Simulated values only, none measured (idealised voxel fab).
process module | voxel wiring stack
cross-section cut | 275 nm wide | cells 5 nm
A cross-section is a grid of square cells, given in bands from the top down. A band is one or more rows of cells.
Each band's line starts with the height of the band's top and of its bottom, in nm. Then come its materials from left to right, each with its width in nm. One material with "throughout" fills the band from edge to edge. "air" is empty space.
Height 0 is the level under which the wafer as received is all one material. The lowest band goes on downwards, as in "0 down".
A width such as "30 to 40" changes by the same amount from each row of cells to the next, from the band's top row to its bottom row.
"no change" after a step means that no cell of the cross-section changed.
closed voids: empty space of 8 cells or more with no open way to the top, each as width x height at its distance from the left edge, in nm
after a step's settings: what the simulator itself notes on the step
overlay nm, on a step with a mask: how far to the right of its planned place the mask lay; to the left if negative
plan
1 op RECEIVE | material Si
2 op CONFORMAL_DEP | material SiO2 | thk nm 15
3 op CONFORMAL_DEP | material SiCN | thk nm 5
4 op DIRECTIONAL_DEP | material SiO2 | thk nm 20
5 op DIRECTIONAL_DEP | material aC | thk nm 15
6 op PATTERN | tone open | mask id METAL_1 | material resist | width nm 30 | pitch nm 45 | thk nm 30 | overlay nm 0
7 op DIRECTIONAL_ETCH | etch materials aC | depth nm 15
8 op STRIP | etch materials resist
9 op DIRECTIONAL_ETCH | etch materials SiO2 | depth nm 20
10 op DIRECTIONAL_ETCH | etch materials SiCN | depth nm 5
11 op STRIP | etch materials aC
12 op CONFORMAL_DEP | material TiN | thk nm 5
13 op FILL_DEP | material Cu | thk nm 5
14 op CMP | height nm 40
15 op CONFORMAL_DEP | material SiCN | thk nm 5
16 op DIRECTIONAL_DEP | material lowk | thk nm 30
17 op PATTERN | tone open | mask id METAL_2 | material resist | width nm 30 | pitch nm 45 | thk nm 15 | overlay nm 0
18 op DIRECTIONAL_ETCH | etch materials lowk | depth nm 15
19 op STRIP | etch materials resist
20 op PATTERN | tone open | mask id METAL_2_HOLES | material resist | width nm 15 | pitch nm 90 | thk nm 20 | overlay nm 0
21 op DIRECTIONAL_ETCH | etch materials lowk | depth nm 15
22 op DIRECTIONAL_ETCH | etch materials SiCN | depth nm 5
23 op STRIP | etch materials resist
24 op CONFORMAL_DEP | material TiN | thk nm 5
25 op FILL_DEP | material Cu | thk nm 5
26 op CMP | height nm 75
27 op CONFORMAL_DEP | material SiCN | thk nm 5
28 op DIRECTIONAL_DEP | material lowk | thk nm 25
29 op DIRECTIONAL_DEP | material aC | thk nm 15
30 op PATTERN | tone open | mask id METAL_3 | material resist | width nm 30 | pitch nm 45 | thk nm 30 | overlay nm 0
31 op DIRECTIONAL_ETCH | etch materials aC | depth nm 15
32 op STRIP | etch materials resist
33 op DIRECTIONAL_ETCH | etch materials lowk | depth nm 15
34 op STRIP | etch materials aC
35 op DIRECTIONAL_DEP | material aC | thk nm 10
36 op PATTERN | tone open | mask id METAL_3_HOLES | material resist | width nm 15 | pitch nm 90 | thk nm 25 | overlay nm 0
37 op DIRECTIONAL_ETCH | etch materials aC | depth nm 10
38 op STRIP | etch materials resist
39 op DIRECTIONAL_ETCH | etch materials lowk | depth nm 10
40 op DIRECTIONAL_ETCH | etch materials SiCN | depth nm 5
41 op STRIP | etch materials aC
42 op CONFORMAL_DEP | material TiN | thk nm 5
43 op FILL_DEP | material Cu | thk nm 5
44 op CMP | height nm 105
45 op CONFORMAL_DEP | material SiCN | thk nm 5
first wafer, as planned
as received, after step 1
  0 down: Si throughout
  closed voids: none
after step 2
  15 to 0: SiO2 throughout
  below 0: unchanged
after step 3
  20 to 15: SiCN throughout
  below 15: unchanged
after step 4
  40 to 20: SiO2 throughout
  below 20: unchanged
after step 5
  55 to 40: aC throughout
  below 40: unchanged
after step 6
  85 to 55: resist 75 | air 30 | resist 15 | air 30 | resist 15 | air 30 | resist 80
  below 55: unchanged
after step 7
  70 to 55: resist 75 | air 30 | resist 15 | air 30 | resist 15 | air 30 | resist 80
  55 to 40: aC 75 | air 30 | aC 15 | air 30 | aC 15 | air 30 | aC 80
  below 40: unchanged
after step 8
  55 to 40: aC 75 | air 30 | aC 15 | air 30 | aC 15 | air 30 | aC 80
  below 40: unchanged
after step 9
  55 to 40: aC 75 | air 30 | aC 15 | air 30 | aC 15 | air 30 | aC 80
  40 to 20: SiO2 75 | air 30 | SiO2 15 | air 30 | SiO2 15 | air 30 | SiO2 80
  below 20: unchanged
after step 10
  55 to 40: aC 75 | air 30 | aC 15 | air 30 | aC 15 | air 30 | aC 80
  40 to 20: SiO2 75 | air 30 | SiO2 15 | air 30 | SiO2 15 | air 30 | SiO2 80
  20 to 15: SiCN 75 | air 30 | SiCN 15 | air 30 | SiCN 15 | air 30 | SiCN 80
  below 15: unchanged
after step 11
  40 to 20: SiO2 75 | air 30 | SiO2 15 | air 30 | SiO2 15 | air 30 | SiO2 80
  below 20: unchanged
after step 12
  45 to 40: TiN 80 | air 20 | TiN 25 | air 20 | TiN 25 | air 20 | TiN 85
  40 to 20: SiO2 75 | TiN 5 | air 20 | TiN 5 | SiO2 15 | TiN 5 | air 20 | TiN 5 | SiO2 15 | TiN 5 | air 20 | TiN 5 | SiO2 80
  20 to 15: SiCN 75 | TiN 30 | SiCN 15 | TiN 30 | SiCN 15 | TiN 30 | SiCN 80
  below 15: unchanged
after step 13
  50 to 45: Cu throughout
  45 to 40: TiN 80 | Cu 20 | TiN 25 | Cu 20 | TiN 25 | Cu 20 | TiN 85
  40 to 20: SiO2 75 | TiN 5 | Cu 20 | TiN 5 | SiO2 15 | TiN 5 | Cu 20 | TiN 5 | SiO2 15 | TiN 5 | Cu 20 | TiN 5 | SiO2 80
  below 20: unchanged
after step 14
  40 to 20: SiO2 75 | TiN 5 | Cu 20 | TiN 5 | SiO2 15 | TiN 5 | Cu 20 | TiN 5 | SiO2 15 | TiN 5 | Cu 20 | TiN 5 | SiO2 80
  below 20: unchanged
after step 15
  45 to 40: SiCN throughout
  below 40: unchanged
after step 16
  75 to 45: lowk throughout
  below 45: unchanged
after step 17
  90 to 75: resist 75 | air 30 | resist 15 | air 30 | resist 15 | air 30 | resist 80
  below 75: unchanged
after step 18
  90 to 75: resist 75 | air 30 | resist 15 | air 30 | resist 15 | air 30 | resist 80
  75 to 60: lowk 75 | air 30 | lowk 15 | air 30 | lowk 15 | air 30 | lowk 80
  below 60: unchanged
after step 19
  75 to 60: lowk 75 | air 30 | lowk 15 | air 30 | lowk 15 | air 30 | lowk 80
  below 60: unchanged
after step 20
  95 to 75: resist 75 | air 15 | resist 75 | air 15 | resist 95
  75 to 60: lowk 75 | air 15 | resist 15 | lowk 15 | resist 30 | lowk 15 | air 15 | resist 15 | lowk 80
  below 60: unchanged
after step 21
  95 to 75: resist 75 | air 15 | resist 75 | air 15 | resist 95
  75 to 60: lowk 75 | air 15 | resist 15 | lowk 15 | resist 30 | lowk 15 | air 15 | resist 15 | lowk 80
  60 to 45: lowk 75 | air 15 | lowk 75 | air 15 | lowk 95
  below 45: unchanged
after step 22
  95 to 75: resist 75 | air 15 | resist 75 | air 15 | resist 95
  75 to 60: lowk 75 | air 15 | resist 15 | lowk 15 | resist 30 | lowk 15 | air 15 | resist 15 | lowk 80
  60 to 45: lowk 75 | air 15 | lowk 75 | air 15 | lowk 95
  45 to 40: SiCN 75 | air 15 | SiCN 75 | air 15 | SiCN 95
  below 40: unchanged
after step 23
  75 to 60: lowk 75 | air 30 | lowk 15 | air 30 | lowk 15 | air 30 | lowk 80
  below 60: unchanged
after step 24
  80 to 75: TiN 80 | air 20 | TiN 25 | air 20 | TiN 25 | air 20 | TiN 85
  75 to 65: lowk 75 | TiN 5 | air 20 | TiN 5 | lowk 15 | TiN 5 | air 20 | TiN 5 | lowk 15 | TiN 5 | air 20 | TiN 5 | lowk 80
  65 to 60: lowk 75 | TiN 5 | air 5 | TiN 20 | lowk 15 | TiN 30 | lowk 15 | TiN 5 | air 5 | TiN 20 | lowk 80
  60 to 45: lowk 75 | TiN 5 | air 5 | TiN 5 | lowk 75 | TiN 5 | air 5 | TiN 5 | lowk 95
  45 to 40: SiCN 75 | TiN 15 | SiCN 75 | TiN 15 | SiCN 95
  below 40: unchanged
after step 25
  85 to 80: Cu throughout
  80 to 75: TiN 80 | Cu 20 | TiN 25 | Cu 20 | TiN 25 | Cu 20 | TiN 85
  75 to 65: lowk 75 | TiN 5 | Cu 20 | TiN 5 | lowk 15 | TiN 5 | Cu 20 | TiN 5 | lowk 15 | TiN 5 | Cu 20 | TiN 5 | lowk 80
  65 to 60: lowk 75 | TiN 5 | Cu 5 | TiN 20 | lowk 15 | TiN 30 | lowk 15 | TiN 5 | Cu 5 | TiN 20 | lowk 80
  60 to 45: lowk 75 | TiN 5 | Cu 5 | TiN 5 | lowk 75 | TiN 5 | Cu 5 | TiN 5 | lowk 95
  below 45: unchanged
after step 26
  75 to 65: lowk 75 | TiN 5 | Cu 20 | TiN 5 | lowk 15 | TiN 5 | Cu 20 | TiN 5 | lowk 15 | TiN 5 | Cu 20 | TiN 5 | lowk 80
  below 65: unchanged
after step 27
  80 to 75: SiCN throughout
  below 75: unchanged
after step 28
  105 to 80: lowk throughout
  below 80: unchanged
after step 29
  120 to 105: aC throughout
  below 105: unchanged
after step 30
  150 to 120: resist 75 | air 30 | resist 15 | air 30 | resist 15 | air 30 | resist 80
  below 120: unchanged
after step 31
  135 to 120: resist 75 | air 30 | resist 15 | air 30 | resist 15 | air 30 | resist 80
  120 to 105: aC 75 | air 30 | aC 15 | air 30 | aC 15 | air 30 | aC 80
  below 105: unchanged
after step 32
  120 to 105: aC 75 | air 30 | aC 15 | air 30 | aC 15 | air 30 | aC 80
  below 105: unchanged
after step 33
  120 to 105: aC 75 | air 30 | aC 15 | air 30 | aC 15 | air 30 | aC 80
  105 to 90: lowk 75 | air 30 | lowk 15 | air 30 | lowk 15 | air 30 | lowk 80
  below 90: unchanged
after step 34
  105 to 90: lowk 75 | air 30 | lowk 15 | air 30 | lowk 15 | air 30 | lowk 80
  below 90: unchanged
after step 35
  115 to 105: aC 75 | air 30 | aC 15 | air 30 | aC 15 | air 30 | aC 80
  105 to 100: lowk 75 | air 30 | lowk 15 | air 30 | lowk 15 | air 30 | lowk 80
  100 to 90: lowk 75 | aC 30 | lowk 15 | aC 30 | lowk 15 | aC 30 | lowk 80
  below 90: unchanged
after step 36
  140 to 115: resist 75 | air 15 | resist 75 | air 15 | resist 95
  115 to 105: aC 75 | air 15 | resist 15 | aC 15 | resist 30 | aC 15 | air 15 | resist 15 | aC 80
  105 to 100: lowk 75 | air 15 | resist 15 | lowk 15 | resist 30 | lowk 15 | air 15 | resist 15 | lowk 80
  below 100: unchanged
after step 37
  130 to 115: resist 75 | air 15 | resist 75 | air 15 | resist 95
  115 to 105: aC 75 | air 15 | resist 15 | aC 15 | resist 30 | aC 15 | air 15 | resist 15 | aC 80
  105 to 100: lowk 75 | air 15 | resist 15 | lowk 15 | resist 30 | lowk 15 | air 15 | resist 15 | lowk 80
  100 to 90: lowk 75 | air 15 | aC 15 | lowk 15 | aC 30 | lowk 15 | air 15 | aC 15 | lowk 80
  below 90: unchanged
after step 38
  115 to 105: aC 75 | air 30 | aC 15 | air 30 | aC 15 | air 30 | aC 80
  105 to 100: lowk 75 | air 30 | lowk 15 | air 30 | lowk 15 | air 30 | lowk 80
  below 100: unchanged
after step 39
  115 to 105: aC 75 | air 30 | aC 15 | air 30 | aC 15 | air 30 | aC 80
  105 to 100: lowk 75 | air 30 | lowk 15 | air 30 | lowk 15 | air 30 | lowk 80
  100 to 90: lowk 75 | air 15 | aC 15 | lowk 15 | aC 30 | lowk 15 | air 15 | aC 15 | lowk 80
  90 to 80: lowk 75 | air 15 | lowk 75 | air 15 | lowk 95
  below 80: unchanged
after step 40
  115 to 105: aC 75 | air 30 | aC 15 | air 30 | aC 15 | air 30 | aC 80
  105 to 100: lowk 75 | air 30 | lowk 15 | air 30 | lowk 15 | air 30 | lowk 80
  100 to 90: lowk 75 | air 15 | aC 15 | lowk 15 | aC 30 | lowk 15 | air 15 | aC 15 | lowk 80
  90 to 80: lowk 75 | air 15 | lowk 75 | air 15 | lowk 95
  80 to 75: SiCN 75 | air 15 | SiCN 75 | air 15 | SiCN 95
  below 75: unchanged
after step 41
  105 to 90: lowk 75 | air 30 | lowk 15 | air 30 | lowk 15 | air 30 | lowk 80
  below 90: unchanged
after step 42
  110 to 105: TiN 80 | air 20 | TiN 25 | air 20 | TiN 25 | air 20 | TiN 85
  105 to 95: lowk 75 | TiN 5 | air 20 | TiN 5 | lowk 15 | TiN 5 | air 20 | TiN 5 | lowk 15 | TiN 5 | air 20 | TiN 5 | lowk 80
  95 to 90: lowk 75 | TiN 5 | air 5 | TiN 20 | lowk 15 | TiN 30 | lowk 15 | TiN 5 | air 5 | TiN 20 | lowk 80
  90 to 80: lowk 75 | TiN 5 | air 5 | TiN 5 | lowk 75 | TiN 5 | air 5 | TiN 5 | lowk 95
  80 to 75: SiCN 75 | TiN 15 | SiCN 75 | TiN 15 | SiCN 95
  below 75: unchanged
after step 43
  115 to 110: Cu throughout
  110 to 105: TiN 80 | Cu 20 | TiN 25 | Cu 20 | TiN 25 | Cu 20 | TiN 85
  105 to 95: lowk 75 | TiN 5 | Cu 20 | TiN 5 | lowk 15 | TiN 5 | Cu 20 | TiN 5 | lowk 15 | TiN 5 | Cu 20 | TiN 5 | lowk 80
  95 to 90: lowk 75 | TiN 5 | Cu 5 | TiN 20 | lowk 15 | TiN 30 | lowk 15 | TiN 5 | Cu 5 | TiN 20 | lowk 80
  90 to 80: lowk 75 | TiN 5 | Cu 5 | TiN 5 | lowk 75 | TiN 5 | Cu 5 | TiN 5 | lowk 95
  below 80: unchanged
after step 44
  105 to 95: lowk 75 | TiN 5 | Cu 20 | TiN 5 | lowk 15 | TiN 5 | Cu 20 | TiN 5 | lowk 15 | TiN 5 | Cu 20 | TiN 5 | lowk 80
  below 95: unchanged
after step 45
  110 to 105: SiCN throughout
  below 105: unchanged
second wafer: like start, like plan, one mistake. Through step 5 it matches the first wafer
when step 6 should have ended
  85 to 55: resist 70 | air 30 | resist 15 | air 30 | resist 15 | air 30 | resist 85
  below 55: unchanged
when step 7 should have ended
  70 to 55: resist 70 | air 30 | resist 15 | air 30 | resist 15 | air 30 | resist 85
  55 to 40: aC 70 | air 30 | aC 15 | air 30 | aC 15 | air 30 | aC 85
  below 40: unchanged
when step 8 should have ended
  55 to 40: aC 70 | air 30 | aC 15 | air 30 | aC 15 | air 30 | aC 85
  below 40: unchanged
when step 9 should have ended
  55 to 40: aC 70 | air 30 | aC 15 | air 30 | aC 15 | air 30 | aC 85
  40 to 20: SiO2 70 | air 30 | SiO2 15 | air 30 | SiO2 15 | air 30 | SiO2 85
  below 20: unchanged
when step 10 should have ended
  55 to 40: aC 70 | air 30 | aC 15 | air 30 | aC 15 | air 30 | aC 85
  40 to 20: SiO2 70 | air 30 | SiO2 15 | air 30 | SiO2 15 | air 30 | SiO2 85
  20 to 15: SiCN 70 | air 30 | SiCN 15 | air 30 | SiCN 15 | air 30 | SiCN 85
  below 15: unchanged
when step 11 should have ended
  40 to 20: SiO2 70 | air 30 | SiO2 15 | air 30 | SiO2 15 | air 30 | SiO2 85
  below 20: unchanged
when step 12 should have ended
  45 to 40: TiN 75 | air 20 | TiN 25 | air 20 | TiN 25 | air 20 | TiN 90
  40 to 20: SiO2 70 | TiN 5 | air 20 | TiN 5 | SiO2 15 | TiN 5 | air 20 | TiN 5 | SiO2 15 | TiN 5 | air 20 | TiN 5 | SiO2 85
  20 to 15: SiCN 70 | TiN 30 | SiCN 15 | TiN 30 | SiCN 15 | TiN 30 | SiCN 85
  below 15: unchanged
when step 13 should have ended
  50 to 45: Cu throughout
  45 to 40: TiN 75 | Cu 20 | TiN 25 | Cu 20 | TiN 25 | Cu 20 | TiN 90
  40 to 20: SiO2 70 | TiN 5 | Cu 20 | TiN 5 | SiO2 15 | TiN 5 | Cu 20 | TiN 5 | SiO2 15 | TiN 5 | Cu 20 | TiN 5 | SiO2 85
  below 20: unchanged
when step 14 should have ended
  40 to 20: SiO2 70 | TiN 5 | Cu 20 | TiN 5 | SiO2 15 | TiN 5 | Cu 20 | TiN 5 | SiO2 15 | TiN 5 | Cu 20 | TiN 5 | SiO2 85
  below 20: unchanged
when step 15 should have ended
  45 to 40: SiCN throughout
  below 40: unchanged
when step 16 should have ended
  75 to 45: lowk throughout
  below 45: unchanged
when step 17 should have ended
  90 to 75: resist 75 | air 30 | resist 15 | air 30 | resist 15 | air 30 | resist 80
  below 75: unchanged
when step 18 should have ended
  90 to 75: resist 75 | air 30 | resist 15 | air 30 | resist 15 | air 30 | resist 80
  75 to 60: lowk 75 | air 30 | lowk 15 | air 30 | lowk 15 | air 30 | lowk 80
  below 60: unchanged
when step 19 should have ended
  75 to 60: lowk 75 | air 30 | lowk 15 | air 30 | lowk 15 | air 30 | lowk 80
  below 60: unchanged
when step 20 should have ended
  95 to 75: resist 75 | air 15 | resist 75 | air 15 | resist 95
  75 to 60: lowk 75 | air 15 | resist 15 | lowk 15 | resist 30 | lowk 15 | air 15 | resist 15 | lowk 80
  below 60: unchanged
when step 21 should have ended
  95 to 75: resist 75 | air 15 | resist 75 | air 15 | resist 95
  75 to 60: lowk 75 | air 15 | resist 15 | lowk 15 | resist 30 | lowk 15 | air 15 | resist 15 | lowk 80
  60 to 45: lowk 75 | air 15 | lowk 75 | air 15 | lowk 95
  below 45: unchanged
when step 22 should have ended
  95 to 75: resist 75 | air 15 | resist 75 | air 15 | resist 95
  75 to 60: lowk 75 | air 15 | resist 15 | lowk 15 | resist 30 | lowk 15 | air 15 | resist 15 | lowk 80
  60 to 45: lowk 75 | air 15 | lowk 75 | air 15 | lowk 95
  45 to 40: SiCN 75 | air 15 | SiCN 75 | air 15 | SiCN 95
  below 40: unchanged
when step 23 should have ended
  75 to 60: lowk 75 | air 30 | lowk 15 | air 30 | lowk 15 | air 30 | lowk 80
  below 60: unchanged
when step 24 should have ended
  80 to 75: TiN 80 | air 20 | TiN 25 | air 20 | TiN 25 | air 20 | TiN 85
  75 to 65: lowk 75 | TiN 5 | air 20 | TiN 5 | lowk 15 | TiN 5 | air 20 | TiN 5 | lowk 15 | TiN 5 | air 20 | TiN 5 | lowk 80
  65 to 60: lowk 75 | TiN 5 | air 5 | TiN 20 | lowk 15 | TiN 30 | lowk 15 | TiN 5 | air 5 | TiN 20 | lowk 80
  60 to 45: lowk 75 | TiN 5 | air 5 | TiN 5 | lowk 75 | TiN 5 | air 5 | TiN 5 | lowk 95
  45 to 40: SiCN 75 | TiN 15 | SiCN 75 | TiN 15 | SiCN 95
  below 40: unchanged
when step 25 should have ended
  85 to 80: Cu throughout
  80 to 75: TiN 80 | Cu 20 | TiN 25 | Cu 20 | TiN 25 | Cu 20 | TiN 85
  75 to 65: lowk 75 | TiN 5 | Cu 20 | TiN 5 | lowk 15 | TiN 5 | Cu 20 | TiN 5 | lowk 15 | TiN 5 | Cu 20 | TiN 5 | lowk 80
  65 to 60: lowk 75 | TiN 5 | Cu 5 | TiN 20 | lowk 15 | TiN 30 | lowk 15 | TiN 5 | Cu 5 | TiN 20 | lowk 80
  60 to 45: lowk 75 | TiN 5 | Cu 5 | TiN 5 | lowk 75 | TiN 5 | Cu 5 | TiN 5 | lowk 95
  below 45: unchanged
when step 26 should have ended
  75 to 65: lowk 75 | TiN 5 | Cu 20 | TiN 5 | lowk 15 | TiN 5 | Cu 20 | TiN 5 | lowk 15 | TiN 5 | Cu 20 | TiN 5 | lowk 80
  below 65: unchanged
when step 27 should have ended
  80 to 75: SiCN throughout
  below 75: unchanged
when step 28 should have ended
  105 to 80: lowk throughout
  below 80: unchanged
when step 29 should have ended
  120 to 105: aC throughout
  below 105: unchanged
when step 30 should have ended
  150 to 120: resist 75 | air 30 | resist 15 | air 30 | resist 15 | air 30 | resist 80
  below 120: unchanged
when step 31 should have ended
  135 to 120: resist 75 | air 30 | resist 15 | air 30 | resist 15 | air 30 | resist 80
  120 to 105: aC 75 | air 30 | aC 15 | air 30 | aC 15 | air 30 | aC 80
  below 105: unchanged
when step 32 should have ended
  120 to 105: aC 75 | air 30 | aC 15 | air 30 | aC 15 | air 30 | aC 80
  below 105: unchanged
when step 33 should have ended
  120 to 105: aC 75 | air 30 | aC 15 | air 30 | aC 15 | air 30 | aC 80
  105 to 90: lowk 75 | air 30 | lowk 15 | air 30 | lowk 15 | air 30 | lowk 80
  below 90: unchanged
when step 34 should have ended
  105 to 90: lowk 75 | air 30 | lowk 15 | air 30 | lowk 15 | air 30 | lowk 80
  below 90: unchanged
when step 35 should have ended
  115 to 105: aC 75 | air 30 | aC 15 | air 30 | aC 15 | air 30 | aC 80
  105 to 100: lowk 75 | air 30 | lowk 15 | air 30 | lowk 15 | air 30 | lowk 80
  100 to 90: lowk 75 | aC 30 | lowk 15 | aC 30 | lowk 15 | aC 30 | lowk 80
  below 90: unchanged
when step 36 should have ended
  140 to 115: resist 75 | air 15 | resist 75 | air 15 | resist 95
  115 to 105: aC 75 | air 15 | resist 15 | aC 15 | resist 30 | aC 15 | air 15 | resist 15 | aC 80
  105 to 100: lowk 75 | air 15 | resist 15 | lowk 15 | resist 30 | lowk 15 | air 15 | resist 15 | lowk 80
  below 100: unchanged
when step 37 should have ended
  130 to 115: resist 75 | air 15 | resist 75 | air 15 | resist 95
  115 to 105: aC 75 | air 15 | resist 15 | aC 15 | resist 30 | aC 15 | air 15 | resist 15 | aC 80
  105 to 100: lowk 75 | air 15 | resist 15 | lowk 15 | resist 30 | lowk 15 | air 15 | resist 15 | lowk 80
  100 to 90: lowk 75 | air 15 | aC 15 | lowk 15 | aC 30 | lowk 15 | air 15 | aC 15 | lowk 80
  below 90: unchanged
when step 38 should have ended
  115 to 105: aC 75 | air 30 | aC 15 | air 30 | aC 15 | air 30 | aC 80
  105 to 100: lowk 75 | air 30 | lowk 15 | air 30 | lowk 15 | air 30 | lowk 80
  below 100: unchanged
when step 39 should have ended
  115 to 105: aC 75 | air 30 | aC 15 | air 30 | aC 15 | air 30 | aC 80
  105 to 100: lowk 75 | air 30 | lowk 15 | air 30 | lowk 15 | air 30 | lowk 80
  100 to 90: lowk 75 | air 15 | aC 15 | lowk 15 | aC 30 | lowk 15 | air 15 | aC 15 | lowk 80
  90 to 80: lowk 75 | air 15 | lowk 75 | air 15 | lowk 95
  below 80: unchanged
when step 40 should have ended
  115 to 105: aC 75 | air 30 | aC 15 | air 30 | aC 15 | air 30 | aC 80
  105 to 100: lowk 75 | air 30 | lowk 15 | air 30 | lowk 15 | air 30 | lowk 80
  100 to 90: lowk 75 | air 15 | aC 15 | lowk 15 | aC 30 | lowk 15 | air 15 | aC 15 | lowk 80
  90 to 80: lowk 75 | air 15 | lowk 75 | air 15 | lowk 95
  80 to 75: SiCN 75 | air 15 | SiCN 75 | air 15 | SiCN 95
  below 75: unchanged
when step 41 should have ended
  105 to 90: lowk 75 | air 30 | lowk 15 | air 30 | lowk 15 | air 30 | lowk 80
  below 90: unchanged
when step 42 should have ended
  110 to 105: TiN 80 | air 20 | TiN 25 | air 20 | TiN 25 | air 20 | TiN 85
  105 to 95: lowk 75 | TiN 5 | air 20 | TiN 5 | lowk 15 | TiN 5 | air 20 | TiN 5 | lowk 15 | TiN 5 | air 20 | TiN 5 | lowk 80
  95 to 90: lowk 75 | TiN 5 | air 5 | TiN 20 | lowk 15 | TiN 30 | lowk 15 | TiN 5 | air 5 | TiN 20 | lowk 80
  90 to 80: lowk 75 | TiN 5 | air 5 | TiN 5 | lowk 75 | TiN 5 | air 5 | TiN 5 | lowk 95
  80 to 75: SiCN 75 | TiN 15 | SiCN 75 | TiN 15 | SiCN 95
  below 75: unchanged
when step 43 should have ended
  115 to 110: Cu throughout
  110 to 105: TiN 80 | Cu 20 | TiN 25 | Cu 20 | TiN 25 | Cu 20 | TiN 85
  105 to 95: lowk 75 | TiN 5 | Cu 20 | TiN 5 | lowk 15 | TiN 5 | Cu 20 | TiN 5 | lowk 15 | TiN 5 | Cu 20 | TiN 5 | lowk 80
  95 to 90: lowk 75 | TiN 5 | Cu 5 | TiN 20 | lowk 15 | TiN 30 | lowk 15 | TiN 5 | Cu 5 | TiN 20 | lowk 80
  90 to 80: lowk 75 | TiN 5 | Cu 5 | TiN 5 | lowk 75 | TiN 5 | Cu 5 | TiN 5 | lowk 95
  below 80: unchanged
when step 44 should have ended
  105 to 95: lowk 75 | TiN 5 | Cu 20 | TiN 5 | lowk 15 | TiN 5 | Cu 20 | TiN 5 | lowk 15 | TiN 5 | Cu 20 | TiN 5 | lowk 80
  below 95: unchanged
when step 45 should have ended
  110 to 105: SiCN throughout
  below 105: unchanged
what went wrong: step 6 ran as: op PATTERN | tone open | mask id METAL_1 | material resist | width nm 30 | pitch nm 45 | thk nm 30 | overlay nm -5
at the end the second wafer has, in cells: as many of each material as the first, in other places
